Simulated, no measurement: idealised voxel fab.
The following is a process module called voxel transistor to metal.
We display cut, a cross-section 200 nm in width whose square cells are each 5 nm.
For the purposes of this document, a cross-section shall be understood as a grid of square cells, specified as bands listed in top-to-bottom order, each band consisting of one or more rows of cells. Basically the band line says how high the top is and how high the bottom is, in nm, and then what's in it from left to right, every material with its width in nm. Empty space shows up as "air", and if a single material carries "everywhere" it runs the full band edge to edge. All heights in this document are referenced to 0, defined as the level beneath which the wafer, as received, consists entirely of one material. The lowest band is not bounded below; it extends indefinitely downward and is written in the form "0 nm and below". Note: "30 to 40" means the width goes from the first number (top row of the band) to the second number (bottom row) in equal steps per row of cells. The cross-section has no changed cell in any step marked "all unchanged". So "Closed empty spaces" is basically the list of trapped voids: any empty space of 8 cells or more that can't reach the top through an opening. They're written width x height at distance, the distance being from the left edge, and it's all nm. after a step's settings: what the simulator itself notes on the step. The setting "overlay nm" may be written on the line of a step. When the step uses a mask, the value reports how far to the right of the planned place the mask lay, and a negative value reports that it lay to the left.
The planned process steps are enumerated hereunder
1. RECEIVE with material Si
2. CONFORMAL_DEP with material SiO2, thk nm 5
3. CONFORMAL_DEP with material SiN, thk nm 15
4. MASKED_ETCH with tone cover, mask id ACTIVE, width nm 85, etch materials SiN, depth nm 15, overlay nm 0
5. MASKED_ETCH with tone cover, mask id ACTIVE, width nm 85, etch materials SiO2, depth nm 5, overlay nm 0
6. MASKED_ETCH with tone cover, mask id ACTIVE, width nm 85, etch materials Si, depth nm 25, overlay nm 0
7. OXIDIZE with depth nm 5
8. FILL_DEP with material SiO2, thk nm 15
9. CMP with height nm 20
10. SELECTIVE_ETCH with etch materials SiO2, depth nm 10
11. STRIP with etch materials SiN
12. SELECTIVE_ETCH with etch materials SiO2, depth nm 5
13. OXIDIZE with depth nm 5
14. DIRECTIONAL_DEP with material polySi, thk nm 30
15. DIRECTIONAL_DEP with material SiCN, thk nm 15
16. DIRECTIONAL_DEP with material aC, thk nm 10
17. PATTERN with tone cover, mask id GATE, material resist, width nm 15, thk nm 25, overlay nm 0
18. DIRECTIONAL_ETCH with etch materials aC, depth nm 10
19. STRIP with etch materials resist
20. DIRECTIONAL_ETCH with etch materials SiCN, depth nm 25
21. DIRECTIONAL_ETCH with etch materials polySi, depth nm 40
22. STRIP with etch materials aC
23. CONFORMAL_DEP with material SiO2, thk nm 5
24. DIRECTIONAL_ETCH with etch materials SiO2, depth nm 5
25. CONFORMAL_DEP with material SiN, thk nm 10
26. DIRECTIONAL_ETCH with etch materials SiN, depth nm 10
27. DIRECTIONAL_ETCH with etch materials SiO2, depth nm 5
28. DIRECTIONAL_ETCH with etch materials Si, depth nm 15
29. EPI with material nSi, thk nm 15
30. FILL_DEP with material SiO2, thk nm 5
31. CMP with height nm 45
32. DIRECTIONAL_DEP with material SiO2, thk nm 10
33. DIRECTIONAL_DEP with material aC, thk nm 10
34. PATTERN with tone open, mask id CONTACT, material resist, width nm 15, pitch nm 60, thk nm 30, overlay nm 0
35. DIRECTIONAL_ETCH with etch materials aC, depth nm 10
36. STRIP with etch materials resist
37. DIRECTIONAL_ETCH with etch materials SiO2, depth nm 45
38. STRIP with etch materials aC
39. CONFORMAL_DEP with material TiN, thk nm 5
40. FILL_DEP with material W, thk nm 10
41. CMP with height nm 55
42. CONFORMAL_DEP with material SiCN, thk nm 5
43. DIRECTIONAL_DEP with material SiO2, thk nm 15
44. PATTERN with tone open, mask id METAL_1, material resist, width nm 15, pitch nm 60, thk nm 15, overlay nm 0
45. DIRECTIONAL_ETCH with etch materials SiO2, depth nm 15
46. DIRECTIONAL_ETCH with etch materials SiCN, depth nm 5
47. STRIP with etch materials resist
48. CONFORMAL_DEP with material TiN, thk nm 5
49. FILL_DEP with material W, thk nm 10
50. CMP with height nm 75
51. CONFORMAL_DEP with material SiCN, thk nm 5
52. DIRECTIONAL_DEP with material SiO2, thk nm 25
53. PATTERN with tone open, mask id METAL_2, material resist, width nm 15, pitch nm 60, thk nm 20, overlay nm 0
54. DIRECTIONAL_ETCH with etch materials SiO2, depth nm 15
55. STRIP with etch materials resist
56. PATTERN with tone open, mask id METAL_2_HOLES, material resist, width nm 15, pitch nm 60, thk nm 20, overlay nm 0
57. DIRECTIONAL_ETCH with etch materials SiO2, depth nm 10
58. DIRECTIONAL_ETCH with etch materials SiCN, depth nm 5
59. STRIP with etch materials resist
60. CONFORMAL_DEP with material TiN, thk nm 5
61. FILL_DEP with material Ru, thk nm 5
62. CMP with height nm 105
63. CONFORMAL_DEP with material SiCN, thk nm 5
The first of two wafers, run as planned
Delivered wafer in cross-section: state after step 1
* 0 nm and below | Si everywhere
* Closed empty spaces: none
Upon completion of step 2, the wafer appears in cross-section as shown
* 5 nm to 0 nm | SiO2 everywhere
* Below 0 it's all the same as before, nothing changed down there.
Upon completion of step 3, the wafer appears in cross-section as shown
* 20 nm to 5 nm | SiN everywhere
* Below 5 it's all the same as before, nothing changed down there.
Upon completion of step 4, the wafer appears in cross-section as shown
* 20 nm to 5 nm | air 55  SiN 85  air 60
* Below 5 it's all the same as before, nothing changed down there.
Upon completion of step 5, the wafer appears in cross-section as shown
* 20 nm to 5 nm | air 55  SiN 85  air 60
* 5 nm to 0 nm | air 55  SiO2 85  air 60
* Below 0 it's all the same as before, nothing changed down there.
Upon completion of step 6, the wafer appears in cross-section as shown
* 20 nm to 5 nm | air 55  SiN 85  air 60
* 5 nm to 0 nm | air 55  SiO2 85  air 60
* 0 nm to -25 nm | air 55  Si 85  air 60
* Below -25 it's all the same as before, nothing changed down there.
Upon completion of step 7, the wafer appears in cross-section as shown
* 20 nm to 5 nm | air 55  SiN 85  air 60
* 5 nm to 0 nm | air 55  SiO2 85  air 60
* 0 nm to -25 nm | air 55  SiO2 5  Si 75  SiO2 5  air 60
* -25 nm to -30 nm | SiO2 60  Si 75  SiO2 65
* Below -30 it's all the same as before, nothing changed down there.
Upon completion of step 8, the wafer appears in cross-section as shown
* 35 nm to 20 nm | SiO2 everywhere
* 20 nm to 5 nm | SiO2 55  SiN 85  SiO2 60
* 5 nm to 0 nm | SiO2 everywhere
* 0 nm to -30 nm | SiO2 60  Si 75  SiO2 65
* Below -30 it's all the same as before, nothing changed down there.
Upon completion of step 9, the wafer appears in cross-section as shown
* 20 nm to 5 nm | SiO2 55  SiN 85  SiO2 60
* Below 5 it's all the same as before, nothing changed down there.
Upon completion of step 10, the wafer appears in cross-section as shown
* 20 nm to 10 nm | air 55  SiN 85  air 60
* Below 10 it's all the same as before, nothing changed down there.
Upon completion of step 11, the wafer appears in cross-section as shown
* 10 nm to 5 nm | SiO2 55  air 85  SiO2 60
* Below 5 it's all the same as before, nothing changed down there.
Upon completion of step 12, the wafer appears in cross-section as shown
* 5 nm to 0 nm | SiO2 50  air 95  SiO2 55
* Below 0 it's all the same as before, nothing changed down there.
Upon completion of step 13, the wafer appears in cross-section as shown
* 5 nm to 0 nm | SiO2 50  air 95  SiO2 55
* 0 nm to -5 nm | SiO2 everywhere
* Below -5 it's all the same as before, nothing changed down there.
Upon completion of step 14, the wafer appears in cross-section as shown
* 35 nm to 30 nm | polySi 50  air 95  polySi 55
* 30 nm to 5 nm | polySi everywhere
* 5 nm to 0 nm | SiO2 50  polySi 95  SiO2 55
* Below 0 it's all the same as before, nothing changed down there.
Upon completion of step 15, the wafer appears in cross-section as shown
* 50 nm to 45 nm | SiCN 50  air 95  SiCN 55
* 45 nm to 35 nm | SiCN everywhere
* 35 nm to 30 nm | polySi 50  SiCN 95  polySi 55
* Below 30 it's all the same as before, nothing changed down there.
Upon completion of step 16, the wafer appears in cross-section as shown
* 60 nm to 55 nm | aC 50  air 95  aC 55
* 55 nm to 50 nm | aC everywhere
* 50 nm to 45 nm | SiCN 50  aC 95  SiCN 55
* Below 45 it's all the same as before, nothing changed down there.
Upon completion of step 17, the wafer appears in cross-section as shown
* 85 nm to 60 nm | air 90  resist 15  air 95
* 60 nm to 55 nm | aC 50  air 40  resist 15  air 40  aC 55
* Below 55 it's all the same as before, nothing changed down there.
Upon completion of step 18, the wafer appears in cross-section as shown
* 75 nm to 55 nm | air 90  resist 15  air 95
* 55 nm to 50 nm | air 90  aC 15  air 95
* 50 nm to 45 nm | SiCN 50  air 40  aC 15  air 40  SiCN 55
* Below 45 it's all the same as before, nothing changed down there.
Upon completion of step 19, the wafer appears in cross-section as shown
* 55 nm to 50 nm | air 90  aC 15  air 95
* Below 50 it's all the same as before, nothing changed down there.
Upon completion of step 20, the wafer appears in cross-section as shown
* 55 nm to 45 nm | air 90  aC 15  air 95
* 45 nm to 35 nm | air 90  SiCN 15  air 95
* 35 nm to 30 nm | polySi 50  air 40  SiCN 15  air 40  polySi 55
* Below 30 it's all the same as before, nothing changed down there.
Upon completion of step 21, the wafer appears in cross-section as shown
* 55 nm to 45 nm | air 90  aC 15  air 95
* 45 nm to 30 nm | air 90  SiCN 15  air 95
* 30 nm to 5 nm | air 90  polySi 15  air 95
* 5 nm to 0 nm | SiO2 50  air 40  polySi 15  air 40  SiO2 55
* Below 0 it's all the same as before, nothing changed down there.
Upon completion of step 22, the wafer appears in cross-section as shown
* 45 nm to 30 nm | air 90  SiCN 15  air 95
* Below 30 it's all the same as before, nothing changed down there.
Upon completion of step 23, the wafer appears in cross-section as shown
* 50 nm to 45 nm | air 85  SiO2 25  air 90
* 45 nm to 30 nm | air 85  SiO2 5  SiCN 15  SiO2 5  air 90
* 30 nm to 10 nm | air 85  SiO2 5  polySi 15  SiO2 5  air 90
* 10 nm to 5 nm | SiO2 55  air 30  SiO2 5  polySi 15  SiO2 5  air 30  SiO2 60
* 5 nm to 0 nm | SiO2 90  polySi 15  SiO2 95
* Below 0 it's all the same as before, nothing changed down there.
Upon completion of step 24, the wafer appears in cross-section as shown
* 45 nm to 30 nm | air 85  SiO2 5  SiCN 15  SiO2 5  air 90
* 30 nm to 5 nm | air 85  SiO2 5  polySi 15  SiO2 5  air 90
* 5 nm to 0 nm | SiO2 55  air 30  SiO2 5  polySi 15  SiO2 5  air 30  SiO2 60
* Below 0 it's all the same as before, nothing changed down there.
Upon completion of step 25, the wafer appears in cross-section as shown
* 55 nm to 45 nm | air 75  SiN 45  air 80
* 45 nm to 30 nm | air 75  SiN 10  SiO2 5  SiCN 15  SiO2 5  SiN 10  air 80
* 30 nm to 15 nm | air 75  SiN 10  SiO2 5  polySi 15  SiO2 5  SiN 10  air 80
* 15 nm to 10 nm | SiN 65  air 10  SiN 10  SiO2 5  polySi 15  SiO2 5  SiN 10  air 10  SiN 70
* 10 nm to 5 nm | SiN 85  SiO2 5  polySi 15  SiO2 5  SiN 90
* 5 nm to 0 nm | SiO2 55  SiN 30  SiO2 5  polySi 15  SiO2 5  SiN 30  SiO2 60
* Below 0 it's all the same as before, nothing changed down there.
Upon completion of step 26, the wafer appears in cross-section as shown
* 45 nm to 30 nm | air 75  SiN 10  SiO2 5  SiCN 15  SiO2 5  SiN 10  air 80
* 30 nm to 5 nm | air 75  SiN 10  SiO2 5  polySi 15  SiO2 5  SiN 10  air 80
* 5 nm to 0 nm | SiO2 55  SiN 10  air 10  SiN 10  SiO2 5  polySi 15  SiO2 5  SiN 10  air 10  SiN 10  SiO2 60
* Below 0 it's all the same as before, nothing changed down there.
Upon completion of step 27, the wafer appears in cross-section as shown
* 45 nm to 40 nm | air 75  SiN 10  air 5  SiCN 15  air 5  SiN 10  air 80
* 40 nm to 30 nm | air 75  SiN 10  SiO2 5  SiCN 15  SiO2 5  SiN 10  air 80
* 30 nm to 5 nm | air 75  SiN 10  SiO2 5  polySi 15  SiO2 5  SiN 10  air 80
* 5 nm to 0 nm | air 55  SiN 10  air 10  SiN 10  SiO2 5  polySi 15  SiO2 5  SiN 10  air 10  SiN 10  air 60
* 0 nm to -5 nm | SiO2 65  air 10  SiO2 45  air 10  SiO2 70
* Below -5 it's all the same as before, nothing changed down there.
Upon completion of step 28, the wafer appears in cross-section as shown
* 45 nm to 40 nm | air 75  SiN 10  air 5  SiCN 15  air 5  SiN 10  air 80
* 40 nm to 30 nm | air 75  SiN 10  SiO2 5  SiCN 15  SiO2 5  SiN 10  air 80
* 30 nm to 5 nm | air 75  SiN 10  SiO2 5  polySi 15  SiO2 5  SiN 10  air 80
* 5 nm to 0 nm | air 55  SiN 10  air 10  SiN 10  SiO2 5  polySi 15  SiO2 5  SiN 10  air 10  SiN 10  air 60
* 0 nm to -5 nm | SiO2 65  air 10  SiO2 45  air 10  SiO2 70
* -5 nm to -20 nm | SiO2 60  Si 5  air 10  Si 45  air 10  Si 5  SiO2 65
* Below -20 it's all the same as before, nothing changed down there.
Upon completion of step 29, the wafer appears in cross-section as shown
* 45 nm to 40 nm | air 75  SiN 10  air 5  SiCN 15  air 5  SiN 10  air 80
* 40 nm to 30 nm | air 75  SiN 10  SiO2 5  SiCN 15  SiO2 5  SiN 10  air 80
* 30 nm to 10 nm | air 75  SiN 10  SiO2 5  polySi 15  SiO2 5  SiN 10  air 80
* 10 nm to 5 nm | air 60  nSi 15  SiN 10  SiO2 5  polySi 15  SiO2 5  SiN 10  nSi 15  air 65
* 5 nm to 0 nm | air 55  SiN 10  nSi 10  SiN 10  SiO2 5  polySi 15  SiO2 5  SiN 10  nSi 10  SiN 10  air 60
* 0 nm to -5 nm | SiO2 65  nSi 10  SiO2 45  nSi 10  SiO2 70
* -5 nm to -20 nm | SiO2 60  Si 5  nSi 10  Si 45  nSi 10  Si 5  SiO2 65
* Below -20 it's all the same as before, nothing changed down there.
Upon completion of step 30, the wafer appears in cross-section as shown
* 50 nm to 45 nm | SiO2 everywhere
* 45 nm to 30 nm | SiO2 75  SiN 10  SiO2 5  SiCN 15  SiO2 5  SiN 10  SiO2 80
* 30 nm to 10 nm | SiO2 75  SiN 10  SiO2 5  polySi 15  SiO2 5  SiN 10  SiO2 80
* 10 nm to 5 nm | SiO2 60  nSi 15  SiN 10  SiO2 5  polySi 15  SiO2 5  SiN 10  nSi 15  SiO2 65
* 5 nm to 0 nm | SiO2 55  SiN 10  nSi 10  SiN 10  SiO2 5  polySi 15  SiO2 5  SiN 10  nSi 10  SiN 10  SiO2 60
* Below 0 it's all the same as before, nothing changed down there.
Upon completion of step 31, the wafer appears in cross-section as shown
* 45 nm to 30 nm | SiO2 75  SiN 10  SiO2 5  SiCN 15  SiO2 5  SiN 10  SiO2 80
* Below 30 it's all the same as before, nothing changed down there.
Upon completion of step 32, the wafer appears in cross-section as shown
* 55 nm to 45 nm | SiO2 everywhere
* Below 45 it's all the same as before, nothing changed down there.
Upon completion of step 33, the wafer appears in cross-section as shown
* 65 nm to 55 nm | aC everywhere
* Below 55 it's all the same as before, nothing changed down there.
Upon completion of step 34, the wafer appears in cross-section as shown
* 95 nm to 65 nm | resist 60  air 15  resist 45  air 15  resist 65
* Below 65 it's all the same as before, nothing changed down there.
Upon completion of step 35, the wafer appears in cross-section as shown
* 85 nm to 65 nm | resist 60  air 15  resist 45  air 15  resist 65
* 65 nm to 55 nm | aC 60  air 15  aC 45  air 15  aC 65
* Below 55 it's all the same as before, nothing changed down there.
Upon completion of step 36, the wafer appears in cross-section as shown
* 65 nm to 55 nm | aC 60  air 15  aC 45  air 15  aC 65
* Below 55 it's all the same as before, nothing changed down there.
Upon completion of step 37, the wafer appears in cross-section as shown
* 65 nm to 55 nm | aC 60  air 15  aC 45  air 15  aC 65
* 55 nm to 45 nm | SiO2 60  air 15  SiO2 45  air 15  SiO2 65
* 45 nm to 30 nm | SiO2 60  air 15  SiN 10  SiO2 5  SiCN 15  SiO2 5  SiN 10  air 15  SiO2 65
* 30 nm to 10 nm | SiO2 60  air 15  SiN 10  SiO2 5  polySi 15  SiO2 5  SiN 10  air 15  SiO2 65
* Below 10 it's all the same as before, nothing changed down there.
Upon completion of step 38, the wafer appears in cross-section as shown
* 55 nm to 45 nm | SiO2 60  air 15  SiO2 45  air 15  SiO2 65
* Below 45 it's all the same as before, nothing changed down there.
Upon completion of step 39, the wafer appears in cross-section as shown
* 60 nm to 55 nm | TiN 65  air 5  TiN 55  air 5  TiN 70
* 55 nm to 45 nm | SiO2 60  TiN 5  air 5  TiN 5  SiO2 45  TiN 5  air 5  TiN 5  SiO2 65
* 45 nm to 30 nm | SiO2 60  TiN 5  air 5  TiN 5  SiN 10  SiO2 5  SiCN 15  SiO2 5  SiN 10  TiN 5  air 5  TiN 5  SiO2 65
* 30 nm to 15 nm | SiO2 60  TiN 5  air 5  TiN 5  SiN 10  SiO2 5  polySi 15  SiO2 5  SiN 10  TiN 5  air 5  TiN 5  SiO2 65
* 15 nm to 10 nm | SiO2 60  TiN 15  SiN 10  SiO2 5  polySi 15  SiO2 5  SiN 10  TiN 15  SiO2 65
* Below 10 it's all the same as before, nothing changed down there.
Upon completion of step 40, the wafer appears in cross-section as shown
* 70 nm to 60 nm | W everywhere
* 60 nm to 55 nm | TiN 65  W 5  TiN 55  W 5  TiN 70
* 55 nm to 45 nm | SiO2 60  TiN 5  W 5  TiN 5  SiO2 45  TiN 5  W 5  TiN 5  SiO2 65
* 45 nm to 30 nm | SiO2 60  TiN 5  W 5  TiN 5  SiN 10  SiO2 5  SiCN 15  SiO2 5  SiN 10  TiN 5  W 5  TiN 5  SiO2 65
* 30 nm to 15 nm | SiO2 60  TiN 5  W 5  TiN 5  SiN 10  SiO2 5  polySi 15  SiO2 5  SiN 10  TiN 5  W 5  TiN 5  SiO2 65
* Below 15 it's all the same as before, nothing changed down there.
Upon completion of step 41, the wafer appears in cross-section as shown
* 55 nm to 45 nm | SiO2 60  TiN 5  W 5  TiN 5  SiO2 45  TiN 5  W 5  TiN 5  SiO2 65
* Below 45 it's all the same as before, nothing changed down there.
Upon completion of step 42, the wafer appears in cross-section as shown
* 60 nm to 55 nm | SiCN everywhere
* Below 55 it's all the same as before, nothing changed down there.
Upon completion of step 43, the wafer appears in cross-section as shown
* 75 nm to 60 nm | SiO2 everywhere
* Below 60 it's all the same as before, nothing changed down there.
Upon completion of step 44, the wafer appears in cross-section as shown
* 90 nm to 75 nm | resist 60  air 15  resist 45  air 15  resist 65
* Below 75 it's all the same as before, nothing changed down there.
Upon completion of step 45, the wafer appears in cross-section as shown
* 90 nm to 75 nm | resist 60  air 15  resist 45  air 15  resist 65
* 75 nm to 60 nm | SiO2 60  air 15  SiO2 45  air 15  SiO2 65
* Below 60 it's all the same as before, nothing changed down there.
Upon completion of step 46, the wafer appears in cross-section as shown
* 90 nm to 75 nm | resist 60  air 15  resist 45  air 15  resist 65
* 75 nm to 60 nm | SiO2 60  air 15  SiO2 45  air 15  SiO2 65
* 60 nm to 55 nm | SiCN 60  air 15  SiCN 45  air 15  SiCN 65
* Below 55 it's all the same as before, nothing changed down there.
Upon completion of step 47, the wafer appears in cross-section as shown
* 75 nm to 60 nm | SiO2 60  air 15  SiO2 45  air 15  SiO2 65
* Below 60 it's all the same as before, nothing changed down there.
Upon completion of step 48, the wafer appears in cross-section as shown
* 80 nm to 75 nm | TiN 65  air 5  TiN 55  air 5  TiN 70
* 75 nm to 60 nm | SiO2 60  TiN 5  air 5  TiN 5  SiO2 45  TiN 5  air 5  TiN 5  SiO2 65
* 60 nm to 55 nm | SiCN 60  TiN 15  SiCN 45  TiN 15  SiCN 65
* Below 55 it's all the same as before, nothing changed down there.
Upon completion of step 49, the wafer appears in cross-section as shown
* 90 nm to 80 nm | W everywhere
* 80 nm to 75 nm | TiN 65  W 5  TiN 55  W 5  TiN 70
* 75 nm to 60 nm | SiO2 60  TiN 5  W 5  TiN 5  SiO2 45  TiN 5  W 5  TiN 5  SiO2 65
* Below 60 it's all the same as before, nothing changed down there.
Upon completion of step 50, the wafer appears in cross-section as shown
* 75 nm to 60 nm | SiO2 60  TiN 5  W 5  TiN 5  SiO2 45  TiN 5  W 5  TiN 5  SiO2 65
* Below 60 it's all the same as before, nothing changed down there.
Upon completion of step 51, the wafer appears in cross-section as shown
* 80 nm to 75 nm | SiCN everywhere
* Below 75 it's all the same as before, nothing changed down there.
Upon completion of step 52, the wafer appears in cross-section as shown
* 105 nm to 80 nm | SiO2 everywhere
* Below 80 it's all the same as before, nothing changed down there.
Upon completion of step 53, the wafer appears in cross-section as shown
* 125 nm to 105 nm | resist 60  air 15  resist 45  air 15  resist 65
* Below 105 it's all the same as before, nothing changed down there.
Upon completion of step 54, the wafer appears in cross-section as shown
* 125 nm to 105 nm | resist 60  air 15  resist 45  air 15  resist 65
* 105 nm to 90 nm | SiO2 60  air 15  SiO2 45  air 15  SiO2 65
* Below 90 it's all the same as before, nothing changed down there.
Upon completion of step 55, the wafer appears in cross-section as shown
* 105 nm to 90 nm | SiO2 60  air 15  SiO2 45  air 15  SiO2 65
* Below 90 it's all the same as before, nothing changed down there.
Upon completion of step 56, the wafer appears in cross-section as shown
* 125 nm to 105 nm | resist 60  air 15  resist 45  air 15  resist 65
* Below 105 it's all the same as before, nothing changed down there.
Upon completion of step 57, the wafer appears in cross-section as shown
* 125 nm to 105 nm | resist 60  air 15  resist 45  air 15  resist 65
* 105 nm to 80 nm | SiO2 60  air 15  SiO2 45  air 15  SiO2 65
* Below 80 it's all the same as before, nothing changed down there.
Upon completion of step 58, the wafer appears in cross-section as shown
* 125 nm to 105 nm | resist 60  air 15  resist 45  air 15  resist 65
* 105 nm to 80 nm | SiO2 60  air 15  SiO2 45  air 15  SiO2 65
* 80 nm to 75 nm | SiCN 60  air 15  SiCN 45  air 15  SiCN 65
* Below 75 it's all the same as before, nothing changed down there.
Upon completion of step 59, the wafer appears in cross-section as shown
* 105 nm to 80 nm | SiO2 60  air 15  SiO2 45  air 15  SiO2 65
* Below 80 it's all the same as before, nothing changed down there.
Upon completion of step 60, the wafer appears in cross-section as shown
* 110 nm to 105 nm | TiN 65  air 5  TiN 55  air 5  TiN 70
* 105 nm to 80 nm | SiO2 60  TiN 5  air 5  TiN 5  SiO2 45  TiN 5  air 5  TiN 5  SiO2 65
* 80 nm to 75 nm | SiCN 60  TiN 15  SiCN 45  TiN 15  SiCN 65
* Below 75 it's all the same as before, nothing changed down there.
Upon completion of step 61, the wafer appears in cross-section as shown
* 115 nm to 110 nm | Ru everywhere
* 110 nm to 105 nm | TiN 65  Ru 5  TiN 55  Ru 5  TiN 70
* 105 nm to 80 nm | SiO2 60  TiN 5  Ru 5  TiN 5  SiO2 45  TiN 5  Ru 5  TiN 5  SiO2 65
* Below 80 it's all the same as before, nothing changed down there.
Upon completion of step 62, the wafer appears in cross-section as shown
* 105 nm to 80 nm | SiO2 60  TiN 5  Ru 5  TiN 5  SiO2 45  TiN 5  Ru 5  TiN 5  SiO2 65
* Below 80 it's all the same as before, nothing changed down there.
Upon completion of step 63, the wafer appears in cross-section as shown
* 110 nm to 105 nm | SiCN everywhere
* Below 105 it's all the same as before, nothing changed down there.
Second wafer, same starting state and plan as the first, one mistake in the run, identical through step 55
At the planned end of step 56, the second wafer in cross-section
* 125 nm to 105 nm | air 60  resist 15  air 45  resist 15  air 65
* 105 nm to 90 nm | SiO2 60  resist 15  SiO2 45  resist 15  SiO2 65
* Below 90 it's all the same as before, nothing changed down there.
At the planned end of step 57, the second wafer in cross-section
* 125 nm to 95 nm | air 60  resist 15  air 45  resist 15  air 65
* Below 95 it's all the same as before, nothing changed down there.
At the planned end of step 58, the second wafer in cross-section: all unchanged
At the planned end of step 59, the second wafer in cross-section
* 95 nm to 90 nm | SiO2 60  air 15  SiO2 45  air 15  SiO2 65
* Below 90 it's all the same as before, nothing changed down there.
At the planned end of step 60, the second wafer in cross-section
* 100 nm to 95 nm | TiN 65  air 5  TiN 55  air 5  TiN 70
* 95 nm to 90 nm | SiO2 60  TiN 15  SiO2 45  TiN 15  SiO2 65
* Below 90 it's all the same as before, nothing changed down there.
At the planned end of step 61, the second wafer in cross-section
* 105 nm to 100 nm | Ru everywhere
* 100 nm to 95 nm | TiN 65  Ru 5  TiN 55  Ru 5  TiN 70
* Below 95 it's all the same as before, nothing changed down there.
At the planned end of step 62, the second wafer in cross-section: all unchanged
At the planned end of step 63, the second wafer in cross-section
* 110 nm to 105 nm | SiCN everywhere
* Below 105 it's all the same as before, nothing changed down there.
Plan not followed: step 56 ran as: PATTERN with tone cover, mask id METAL_2_HOLES, material resist, width nm 15, pitch nm 60, thk nm 20, overlay nm 0
Looking at both finished wafers in cells, the second ends up ahead of or behind the first on some materials: 32 more of Ru, 6 more of SiCN, 56 fewer of SiO2, 18 more of TiN
